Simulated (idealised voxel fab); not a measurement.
Proc. module: voxel lift off
Xsec cut, 265 nm wide, square cell size 5 nm.
Bands, listed from the top down, are how a cross-section gets written in this document; the cross-section itself is a grid of square cells, and a band is one or more rows of them. Quick guide to a band line: top height, bottom height (nm) up front; then every material left to right with its width in nm. Only one material and it's marked "throughout"? Then it fills the band edge to edge. And "blank" just means empty space. Height reference: 0 = level under which incoming wafer is all one material. Lowest band: no bottom, runs on downward, e.g. "top 0, no bottom". Width: "30..40" (first number = top row, second number = bottom row, same change from row to row of cells). Any step labelled "nothing changed" changed none of the cells in the cross-section. "Closed cavity list" contains a list of empty spaces, each no smaller than 8 cells and without an open way to the top, written in the form width x height at distance with the distance from the left edge and all three in nm. Heads up: the bit after the settings on a step's line is the simulator's remark on that step. overlay nm: for a step with a mask, the amount by which the mask lay right of where it was planned; a negative amount means left of it.

Steps in the process plan:
1. RECEIVE (material Si)
2. CONFORMAL_DEP (material SiO2; thk nm 5)
3. PATTERN (tone open; mask id LINES; material resist; width nm 30; pitch nm 50; thk nm 25; overlay nm 0)
4. DIRECTIONAL_DEP (material Ru; thk nm 15)
5. STRIP (etch materials resist)
6. CONFORMAL_DEP (material SiN; thk nm 5)

Cross-section of the incoming wafer, state after step 1:
- top 0, no bottom | Si throughout
- Closed cavity list: none

Wafer cross-section at module end: first of two, run to plan:
- top 25, bottom 20 | blank 60 / SiN 40 / blank 10 / SiN 40 / blank 10 / SiN 40 / blank 65
- top 20, bottom 10 | blank 60 / SiN 5 / Ru 30 / SiN 5 / blank 10 / SiN 5 / Ru 30 / SiN 5 / blank 10 / SiN 5 / Ru 30 / SiN 5 / blank 65
- top 10, bottom 5 | SiN 65 / Ru 30 / SiN 20 / Ru 30 / SiN 20 / Ru 30 / SiN 70
- top 5, bottom 0 | SiO2 throughout
- top 0, no bottom | Si throughout
- Closed cavity list: none

Presented here is a cross-section of the second of the two wafers as it stood at the end of the module. It was started in the same manner and assigned the same plan as the first wafer; however, one mistake was made in its execution:
- top 25, bottom 20 | blank 55 / SiN 40 / blank 10 / SiN 40 / blank 10 / SiN 40 / blank 70
- top 20, bottom 10 | blank 55 / SiN 5 / Ru 30 / SiN 5 / blank 10 / SiN 5 / Ru 30 / SiN 5 / blank 10 / SiN 5 / Ru 30 / SiN 5 / blank 70
- top 10, bottom 5 | SiN 60 / Ru 30 / SiN 20 / Ru 30 / SiN 20 / Ru 30 / SiN 75
- top 5, bottom 0 | SiO2 throughout
- top 0, no bottom | Si throughout
- Closed cavity list: none
Here's what went sideways: step 3 was run on a setting that differed from the plan, and what really ran there is PATTERN (tone open; mask id LINES; material resist; width nm 30; pitch nm 50; thk nm 25; overlay nm -5)
So at the finish, the second wafer's got exactly as many cells of each material as the first, just not in the same spots.
